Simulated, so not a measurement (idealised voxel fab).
Title: Process Module voxel transistor to metal
Square cell edge 5 nm, section width 180 nm, ID cut.
Each cross-section below is a grid of square cells, stated as bands in top-down order, with one or more rows of cells making up each band.
Top, bottom (nm), then materials left to right with widths (nm); lone material tagged "everywhere" fills the whole band edge to edge; "air" = empty space.
Heads up on the height convention: 0 is the point under which the incoming wafer is all one material, and the lowest band has no bottom, it just keeps going down, like "0 and below".
Quick explanation for "30..40": the width changes in equal steps down the rows of cells, from the first number in the band's top row to the second number in its bottom row.
Any step labelled "everything unchanged" changed none of the cells in the cross-section.
Empty spaces counting at least 8 cells and having no open way to the top are listed in "closed voids". The notation width x height at distance is used for each, the distance being from the left edge and all three values in nm.
Heads up: the bit after the settings on a step's line is the simulator's remark on that step.
A step line may carry the setting "overlay nm", which, for steps involving a mask, states the distance by which the mask lay to the right of its intended position; negative values denote displacement to the left.
[The process steps that were planned are listed below]
1. op RECEIVE | material Si
2. op CONFORMAL_DEP | material SiO2 | thk nm 5
3. op CONFORMAL_DEP | material SiN | thk nm 10
4. op DIRECTIONAL_DEP | material aC | thk nm 10
5. op PATTERN | tone cover | mask id ACTIVE | material resist | width nm 110 | thk nm 30 | overlay nm 0
6. op DIRECTIONAL_ETCH | etch materials aC | depth nm 10
7. op STRIP | etch materials resist
8. op DIRECTIONAL_ETCH | etch materials SiN | depth nm 10
9. op DIRECTIONAL_ETCH | etch materials SiO2 | depth nm 5
10. op DIRECTIONAL_ETCH | etch materials Si | depth nm 30
11. op STRIP | etch materials aC
12. op FILL_DEP | material SiO2 | thk nm 10
13. op CMP | height nm 15
14. op SELECTIVE_ETCH | etch materials SiO2 | depth nm 5
15. op STRIP | etch materials SiN
16. op SELECTIVE_ETCH | etch materials SiO2 | depth nm 5
17. op OXIDIZE | depth nm 5
18. op DIRECTIONAL_DEP | material polySi | thk nm 25
19. op DIRECTIONAL_DEP | material SiCN | thk nm 15
20. op PATTERN | tone cover | mask id GATE | material resist | width nm 30 | thk nm 20 | overlay nm 0
21. op DIRECTIONAL_ETCH | etch materials SiCN | depth nm 25
22. op DIRECTIONAL_ETCH | etch materials polySi | depth nm 35
23. op STRIP | etch materials resist
24. op CONFORMAL_DEP | material SiN | thk nm 5
25. op DIRECTIONAL_ETCH | etch materials SiN | depth nm 5
26. op DIRECTIONAL_ETCH | etch materials SiO2 | depth nm 5
27. op DIRECTIONAL_ETCH | etch materials Si | depth nm 10
28. op EPI | material SiGe | thk nm 10
29. op FILL_DEP | material SiO2 | thk nm 10
30. op CMP | height nm 25
31. op STRIP | etch materials polySi
32. op SELECTIVE_ETCH | etch materials SiO2 | depth nm 5
33. op CONFORMAL_DEP | material HfO2 | thk nm 5
34. op CONFORMAL_DEP | material TiN | thk nm 5
35. op FILL_DEP | material W | thk nm 10
36. op CMP | height nm 20
37. op DIRECTIONAL_DEP | material SiO2 | thk nm 10
38. op DIRECTIONAL_DEP | material aC | thk nm 10
39. op PATTERN | tone open | mask id CONTACT | material resist | width nm 15 | pitch nm 75 | thk nm 25 | overlay nm 0
40. op DIRECTIONAL_ETCH | etch materials aC | depth nm 10
41. op STRIP | etch materials resist
42. op DIRECTIONAL_ETCH | etch materials SiO2 | depth nm 35
43. op STRIP | etch materials aC
44. op CONFORMAL_DEP | material TiN | thk nm 5
45. op FILL_DEP | material W | thk nm 5
46. op CMP | height nm 30
47. op DIRECTIONAL_DEP | material TiN | thk nm 5
48. op DIRECTIONAL_DEP | material Ru | thk nm 20
49. op DIRECTIONAL_DEP | material aC | thk nm 15
50. op PATTERN | tone cover | mask id METAL_1 | material resist | width nm 15 | pitch nm 75 | thk nm 35 | overlay nm 0
51. op DIRECTIONAL_ETCH | etch materials aC | depth nm 15
52. op STRIP | etch materials resist
53. op DIRECTIONAL_ETCH | etch materials Ru | depth nm 20
54. op DIRECTIONAL_ETCH | etch materials TiN | depth nm 5
55. op STRIP | etch materials aC
56. op CONFORMAL_DEP | material SiN | thk nm 5
57. op FILL_DEP | material lowk | thk nm 10
58. op CMP | height nm 55
59. op CONFORMAL_DEP | material SiCN | thk nm 5
[Cross-section of the wafer as it came to us, i.e., already through step 1]
> 0 and below  Si everywhere
> closed voids: none
[First of two wafers, end-of-module section, run followed plan]
> 60 down to 55  SiCN everywhere
> 55 down to 35  40 of lowk; 5 of SiN; 15 of Ru; 5 of SiN; 50 of lowk; 5 of SiN; 15 of Ru; 5 of SiN; 40 of lowk
> 35 down to 30  45 of SiN; 15 of TiN; 60 of SiN; 15 of TiN; 45 of SiN
> 30 down to 20  45 of SiO2; 5 of TiN; 5 of W; 5 of TiN; 60 of SiO2; 5 of TiN; 5 of W; 5 of TiN; 45 of SiO2
> 20 down to 5  45 of SiO2; 5 of TiN; 5 of W; 5 of TiN; 10 of SiO2; 5 of SiN; 5 of HfO2; 5 of TiN; 10 of W; 5 of TiN; 5 of HfO2; 5 of SiN; 10 of SiO2; 5 of TiN; 5 of W; 5 of TiN; 45 of SiO2
> 5 down to 0  30 of SiO2; 5 of SiN; 10 of SiO2; 5 of TiN; 5 of W; 5 of TiN; 10 of SiGe; 5 of SiN; 5 of HfO2; 20 of TiN; 5 of HfO2; 5 of SiN; 10 of SiGe; 5 of TiN; 5 of W; 5 of TiN; 10 of SiO2; 5 of SiN; 30 of SiO2
> 0 down to -5  45 of SiO2; 15 of TiN; 10 of SiGe; 40 of HfO2; 10 of SiGe; 15 of TiN; 45 of SiO2
> -5 down to -15  35 of SiO2; 35 of SiGe; 40 of Si; 35 of SiGe; 35 of SiO2
> -15 down to -30  35 of SiO2; 110 of Si; 35 of SiO2
> -30 and below  Si everywhere
> closed voids: none
[End of module, second wafer, cross-section. Started like the first, planned like the first, run with one mistake]
> 60 down to 55  SiCN everywhere
> 55 down to 35  40 of lowk; 5 of SiN; 15 of Ru; 5 of SiN; 50 of lowk; 5 of SiN; 15 of Ru; 5 of SiN; 40 of lowk
> 35 down to 30  45 of SiN; 15 of TiN; 60 of SiN; 15 of TiN; 45 of SiN
> 30 down to 20  45 of SiO2; 5 of TiN; 5 of W; 5 of TiN; 60 of SiO2; 5 of TiN; 5 of W; 5 of TiN; 45 of SiO2
> 20 down to 10  45 of SiO2; 5 of TiN; 5 of W; 5 of TiN; 10 of SiO2; 5 of SiCN; 5 of HfO2; 5 of TiN; 10 of W; 5 of TiN; 5 of HfO2; 5 of SiCN; 10 of SiO2; 5 of TiN; 5 of W; 5 of TiN; 45 of SiO2
> 10 down to 5  35 of SiCN; 10 of SiO2; 15 of TiN; 10 of SiO2; 5 of SiCN; 5 of HfO2; 5 of TiN; 10 of W; 5 of TiN; 5 of HfO2; 5 of SiCN; 10 of SiO2; 15 of TiN; 10 of SiO2; 35 of SiCN
> 5 down to 0  30 of SiO2; 45 of SiCN; 5 of HfO2; 20 of TiN; 5 of HfO2; 45 of SiCN; 30 of SiO2
> 0 down to -5  70 of SiO2; 40 of HfO2; 70 of SiO2
> -5 down to -30  35 of SiO2; 110 of Si; 35 of SiO2
> -30 and below  Si everywhere
> closed voids: none
Plan not followed: step 24 went in with a setting other than planned; the actual run was op CONFORMAL_DEP | material SiCN | thk nm 5
Upon completion, the second wafer contains, in terms of cells, a greater or smaller amount of certain materials than the first wafer: 28 more of Si | 38 more of SiCN | 36 fewer of SiGe | 10 fewer of SiN | 8 fewer of SiO2 | 8 fewer of TiN | 4 fewer of W
